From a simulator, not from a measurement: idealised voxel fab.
The process module presented herein is designated voxel wiring stack.
Section shown: cut. Width: 185 nm. Cell size: 5 nm, square.
Cross-section, as written here: a square-cell grid given band by band from the top down, where a band holds one or more rows of cells. Band: top height; bottom height; in nm. Then, left to right: material with width in nm, for each material. "everywhere": a single material spanning edge to edge. "air": empty space. Height is counted from the level 0, under which the received wafer is composed throughout of one material. The lowest of the bands is not closed at the bottom but continues downward, in the notation "z 0 and below". The two numbers in a width such as "30 to 40" mark its ends across the band: the first belongs to the top row of cells, the second to the bottom row, and from each row to the next the width moves by the same amount. The cross-section has no changed cell in any step marked "stayed the same". Empty spaces counting at least 8 cells and having no open way to the top are listed in "Unvented cavities". The notation width x height at distance is used for each, the distance being from the left edge and all three values in nm. Note: text after step settings on the step line = simulator remark on that step. "overlay nm", when on a step's line for a step with a mask, measures how far to the right of its planned place the mask lay; a negative measure means to the left.

Steps planned for the process
| 1 | RECEIVE,material Si |
| 2 | CONFORMAL_DEP,material SiO2,thk nm 15 |
| 3 | DIRECTIONAL_DEP,material TiN,thk nm 5 |
| 4 | DIRECTIONAL_DEP,material W,thk nm 25 |
| 5 | DIRECTIONAL_DEP,material aC,thk nm 10 |
| 6 | PATTERN,tone cover,mask id METAL_1,material resist,width nm 25,pitch nm 55,thk nm 30,overlay nm 0 |
| 7 | DIRECTIONAL_ETCH,etch materials aC,depth nm 10 |
| 8 | STRIP,etch materials resist |
| 9 | DIRECTIONAL_ETCH,etch materials W,depth nm 25 |
| 10 | DIRECTIONAL_ETCH,etch materials TiN,depth nm 5 |
| 11 | STRIP,etch materials aC |
| 12 | CONFORMAL_DEP,material SiN,thk nm 5 |
| 13 | FILL_DEP,material lowk,thk nm 5 |
| 14 | CMP,height nm 45 |
| 15 | CONFORMAL_DEP,material SiCN,thk nm 5 |
| 16 | DIRECTIONAL_DEP,material lowk,thk nm 20 |
| 17 | DIRECTIONAL_DEP,material aC,thk nm 10 |
| 18 | PATTERN,tone open,mask id PLUG_1,material resist,width nm 15,pitch nm 110,thk nm 25,overlay nm 0 |
| 19 | DIRECTIONAL_ETCH,etch materials aC,depth nm 10 |
| 20 | STRIP,etch materials resist |
| 21 | DIRECTIONAL_ETCH,etch materials lowk,depth nm 20 |
| 22 | DIRECTIONAL_ETCH,etch materials SiCN,depth nm 5 |
| 23 | STRIP,etch materials aC |
| 24 | CONFORMAL_DEP,material TiN,thk nm 5 |
| 25 | FILL_DEP,material W,thk nm 5 |
| 26 | CMP,height nm 70 |
| 27 | CONFORMAL_DEP,material SiN,thk nm 5 |
| 28 | DIRECTIONAL_DEP,material lowk,thk nm 15 |
| 29 | MASKED_ETCH,tone open,mask id METAL_2,width nm 25,pitch nm 55,etch materials lowk,depth nm 15,overlay nm 0 |
| 30 | MASKED_ETCH,tone open,mask id METAL_2,width nm 25,pitch nm 55,etch materials SiN,depth nm 5,overlay nm 0 |
| 31 | CONFORMAL_DEP,material TiN,thk nm 5 |
| 32 | FILL_DEP,material Cu,thk nm 10 |
| 33 | CMP,height nm 90 |
| 34 | EPI,material Ru,thk nm 5 |
| 35 | FILL_DEP,material SiCN,thk nm 5 |
| 36 | DIRECTIONAL_DEP,material lowk,thk nm 10 |
| 37 | PATTERN,tone open,mask id PLUG_2,material resist,width nm 15,pitch nm 55,thk nm 15,overlay nm 0 |
| 38 | DIRECTIONAL_ETCH,etch materials lowk,depth nm 10 |
| 39 | DIRECTIONAL_ETCH,etch materials SiCN,depth nm 5 |
| 40 | STRIP,etch materials resist |
| 41 | CONFORMAL_DEP,material TiN,thk nm 5 |
| 42 | FILL_DEP,material W,thk nm 10 |
| 43 | CMP,height nm 110 |
| 44 | CONFORMAL_DEP,material SiCN,thk nm 5 |
| 45 | DIRECTIONAL_DEP,material lowk,thk nm 15 |
| 46 | MASKED_ETCH,tone open,mask id METAL_3,width nm 25,pitch nm 55,etch materials lowk,depth nm 15,overlay nm 0 |
| 47 | MASKED_ETCH,tone open,mask id METAL_3,width nm 25,pitch nm 55,etch materials SiCN,depth nm 5,overlay nm 0 |
| 48 | CONFORMAL_DEP,material TiN,thk nm 5 |
| 49 | FILL_DEP,material Ru,thk nm 10 |
| 50 | CMP,height nm 130 |
| 51 | EPI,material Ru,thk nm 5 |
| 52 | FILL_DEP,material SiCN,thk nm 5 |

Cross-section: wafer on arrival = after step 1
> z 0 and below = Si everywhere
> Unvented cavities: none

First of two wafers: cross-section at end of module, run per plan
> z 140 to 135 = SiCN everywhere
> z 135 to 130 = SiCN=20; Ru=35; SiCN=20; Ru=35; SiCN=20; Ru=35; SiCN=20
> z 130 to 115 = lowk=25; TiN=5; Ru=15; TiN=5; lowk=30; TiN=5; Ru=15; TiN=5; lowk=30; TiN=5; Ru=15; TiN=5; lowk=25
> z 115 to 110 = SiCN=25; TiN=25; SiCN=30; TiN=25; SiCN=30; TiN=25; SiCN=25
> z 110 to 100 = lowk=25; TiN=5; W=5; TiN=5; lowk=40; TiN=5; W=5; TiN=5; lowk=40; TiN=5; W=5; TiN=5; lowk=35
> z 100 to 95 = SiCN=25; TiN=15; SiCN=40; TiN=15; SiCN=40; TiN=15; SiCN=35
> z 95 to 90 = SiCN=20; Ru=35; SiCN=20; Ru=35; SiCN=20; Ru=35; SiCN=20
> z 90 to 75 = lowk=25; TiN=5; Cu=15; TiN=5; lowk=30; TiN=5; Cu=15; TiN=5; lowk=30; TiN=5; Cu=15; TiN=5; lowk=25
> z 75 to 70 = SiN=25; TiN=25; SiN=30; TiN=25; SiN=30; TiN=25; SiN=25
> z 70 to 50 = lowk=25; TiN=5; W=5; TiN=5; lowk=95; TiN=5; W=5; TiN=5; lowk=35
> z 50 to 45 = SiCN=25; TiN=15; SiCN=95; TiN=15; SiCN=35
> z 45 to 20 = lowk=20; SiN=5; W=25; SiN=5; lowk=20; SiN=5; W=25; SiN=5; lowk=20; SiN=5; W=25; SiN=5; lowk=20
> z 20 to 15 = SiN=25; TiN=25; SiN=30; TiN=25; SiN=30; TiN=25; SiN=25
> z 15 to 0 = SiO2 everywhere
> z 0 and below = Si everywhere
> Unvented cavities: none

End of module, second wafer, cross-section. Started like the first, planned like the first, run with one mistake
> z 140 to 135 = SiCN everywhere
> z 135 to 130 = SiCN=20; Ru=35; SiCN=20; Ru=35; SiCN=20; Ru=35; SiCN=20
> z 130 to 115 = lowk=25; TiN=5; Ru=15; TiN=5; lowk=30; TiN=5; Ru=15; TiN=5; lowk=30; TiN=5; Ru=15; TiN=5; lowk=25
> z 115 to 110 = SiCN=25; TiN=25; SiCN=30; TiN=25; SiCN=30; TiN=25; SiCN=25
> z 110 to 100 = lowk=25; TiN=5; W=5; TiN=5; lowk=40; TiN=5; W=5; TiN=5; lowk=40; TiN=5; W=5; TiN=5; lowk=35
> z 100 to 95 = SiCN=25; TiN=15; SiCN=40; TiN=15; SiCN=40; TiN=15; SiCN=35
> z 95 to 90 = SiCN=20; Ru=35; SiCN=20; Ru=35; SiCN=20; Ru=35; SiCN=20
> z 90 to 75 = lowk=25; TiN=5; Cu=15; TiN=5; lowk=30; TiN=5; Cu=15; TiN=5; lowk=30; TiN=5; Cu=15; TiN=5; lowk=25
> z 75 to 70 = SiN=25; TiN=25; SiN=30; TiN=25; SiN=30; TiN=25; SiN=25
> z 70 to 55 = lowk=25; TiN=5; W=5; TiN=5; lowk=95; TiN=5; W=5; TiN=5; lowk=35
> z 55 to 50 = lowk=25; TiN=15; lowk=95; TiN=15; lowk=35
> z 50 to 45 = SiN everywhere
> z 45 to 20 = lowk=20; SiN=5; W=25; SiN=5; lowk=20; SiN=5; W=25; SiN=5; lowk=20; SiN=5; W=25; SiN=5; lowk=20
> z 20 to 15 = SiN=25; TiN=25; SiN=30; TiN=25; SiN=30; TiN=25; SiN=25
> z 15 to 0 = SiO2 everywhere
> z 0 and below = Si everywhere
> Unvented cavities: none
What went wrong in running the wafer? heads up, step 15 didn't go per plan, it actually ran as CONFORMAL_DEP,material SiN,thk nm 5
Once processing is complete, comparing cell counts shows that the second wafer has more or fewer of certain materials than the first: -31 SiCN, +37 SiN, -4 TiN, -2 W
